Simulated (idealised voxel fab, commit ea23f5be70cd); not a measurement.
This section sets out a process module, namely voxel capacitor over wiring.
Square cell edge 5 nm, section width 230 nm, ID cut.
Reading order for cross-sections: top band down to bottom band. Underlying form: a grid of square cells. Band size: one or more rows of cells. It is stipulated that each band's entry specify, in nanometres, the height of the top of the band and then that of its bottom, followed by the materials of the band in left-to-right sequence, each together with its width in nanometres. A single material marked by the word "full width" is understood to fill the band from edge to edge; the word "empty" is understood to denote empty space. Basically, 0 is our baseline, since under it the wafer straight out of the box is all one material. The bottom band has no lower end and keeps on going down, so it looks like "0 and below". The notation "30 to 40" denotes a width that varies across the rows of cells in the band, beginning at the first number in the top row, finishing at the second number in the bottom row, and changing by an identical amount from each row to the next. "nothing changed" means the step left every cell of the cross-section as it was. What "Closed void catalog" gives you is every empty space of 8 cells or more that is cut off from the top. Each appears as width x height at distance, with the distance taken from the left edge and width, height and distance all in nm. after a step's settings: what the simulator itself notes on the step. Regarding "overlay nm": on a step with a mask, it is the distance the mask lay to the right of its planned place; a negative value places it to the left.
PLANNED STEP LIST FOR THE PROCESS
1: RECEIVE: material Si
2: CONFORMAL_DEP: material SiO2, thk nm 10
3: CONFORMAL_DEP: material SiCN, thk nm 5
4: DIRECTIONAL_DEP: material lowk, thk nm 20
5: MASKED_ETCH: tone open, mask id METAL_1, width nm 30, pitch nm 90, etch materials lowk, depth nm 20, overlay nm 0
6: MASKED_ETCH: tone open, mask id METAL_1, width nm 30, pitch nm 90, etch materials SiCN, depth nm 5, overlay nm 0
7: CONFORMAL_DEP: material TiN, thk nm 5
8: FILL_DEP: material W, thk nm 10
9: CMP: height nm 35
10: EPI: material Ru, thk nm 5
11: FILL_DEP: material SiCN, thk nm 5
12: DIRECTIONAL_DEP: material SiO2, thk nm 15
13: MASKED_ETCH: tone open, mask id PLUG_1, width nm 15, etch materials SiO2, depth nm 15, overlay nm 0
14: MASKED_ETCH: tone open, mask id PLUG_1, width nm 15, etch materials SiCN, depth nm 5, overlay nm 0
15: EPI: material Ru, thk nm 10
16: EPI: material Ru, thk nm 10
17: DIRECTIONAL_DEP: material TiN, thk nm 5
18: DIRECTIONAL_DEP: material SiN, thk nm 5
19: DIRECTIONAL_DEP: material TiN, thk nm 5
20: PATTERN: tone cover, mask id UPPER_PLATE, material resist, width nm 65, thk nm 15, overlay nm 0
21: DIRECTIONAL_ETCH: etch materials TiN, depth nm 5
22: DIRECTIONAL_ETCH: etch materials SiN, depth nm 5
23: STRIP: etch materials resist
24: MASKED_ETCH: tone cover, mask id LOWER_PLATE, width nm 75, etch materials TiN, depth nm 5, overlay nm 0
25: FILL_DEP: material SiO2, thk nm 20
26: CMP: height nm 90
27: PATTERN: tone open, mask id PLUG_2, material resist, width nm 15, thk nm 20, overlay nm 0
28: DIRECTIONAL_ETCH: etch materials SiO2, depth nm 15
29: STRIP: etch materials resist
30: CONFORMAL_DEP: material TiN, thk nm 5
31: FILL_DEP: material Ru, thk nm 10
32: CMP: height nm 90
33: CONFORMAL_DEP: material SiN, thk nm 5
WAFER AS RECEIVED: CROSS-SECTION FOLLOWING STEP 1
- 0 and below | Si full width
- Closed void catalog: none
CROSS-SECTIONAL VIEW OF THE FIRST OF THE TWO WAFERS UPON COMPLETION OF THE MODULE, PROCESSED IN ACCORDANCE WITH THE PLAN
- 95 down to 90 | SiN full width
- 90 down to 80 | SiO2 (80), TiN (5), Ru (5), TiN (5), SiO2 (135)
- 80 down to 70 | SiO2 (80 to 70), TiN (15 to 65), SiO2 (135 to 95)
- 70 down to 65 | SiO2 (70), SiN (65), SiO2 (95)
- 65 down to 60 | SiO2 (65), TiN (75), SiO2 (90)
- 60 down to 45 | SiO2 (70), Ru (15), SiO2 (145)
- 45 down to 40 | SiCN (70), Ru (15), SiCN (145)
- 40 down to 35 | SiCN (50), Ru (40), SiCN (50), Ru (40), SiCN (50)
- 35 down to 15 | lowk (55), TiN (5), W (20), TiN (5), lowk (60), TiN (5), W (20), TiN (5), lowk (55)
- 15 down to 10 | SiCN (55), TiN (30), SiCN (60), TiN (30), SiCN (55)
- 10 down to 0 | SiO2 full width
- 0 and below | Si full width
- Closed void catalog: none
CROSS-SECTION OF THE LATTER OF THE TWO WAFERS AT MODULE COMPLETION. IT HAD AN IDENTICAL START AND AN IDENTICAL PLAN TO THE FORMER; IN RUNNING IT, ONE MISTAKE WAS MADE
- 95 down to 90 | SiN full width
- 90 down to 80 | SiO2 (80), TiN (5), Ru (5), TiN (5), SiO2 (135)
- 80 down to 70 | SiO2 (80 to 70), TiN (15 to 65), SiO2 (135 to 95)
- 70 down to 65 | SiO2 (70), SiN (65), SiO2 (95)
- 65 down to 60 | SiO2 (65), TiN (75), SiO2 (90)
- 60 down to 45 | SiO2 (70), Ru (15), SiO2 (145)
- 45 down to 40 | SiCN (70), Ru (15), SiCN (145)
- 40 down to 35 | Ru (60), SiCN (20), Ru (70), SiCN (20), Ru (60)
- 35 down to 20 | W (50), TiN (5), lowk (30), TiN (5), W (50), TiN (5), lowk (30), TiN (5), W (50)
- 20 down to 15 | TiN (55), lowk (30), TiN (60), lowk (30), TiN (55)
- 15 down to 10 | SiCN full width
- 10 down to 0 | SiO2 full width
- 0 and below | Si full width
- Closed void catalog: none
What went wrong in running the wafer? step 5 off recipe, ran as MASKED_ETCH: tone cover, mask id METAL_1, width nm 30, pitch nm 90, etch materials lowk, depth nm 20, overlay nm 0
The closing comparison, in cells, has the second wafer with more or fewer of some materials than the first: +22 Ru, -10 SiCN, +18 TiN, +58 W, -88 lowk
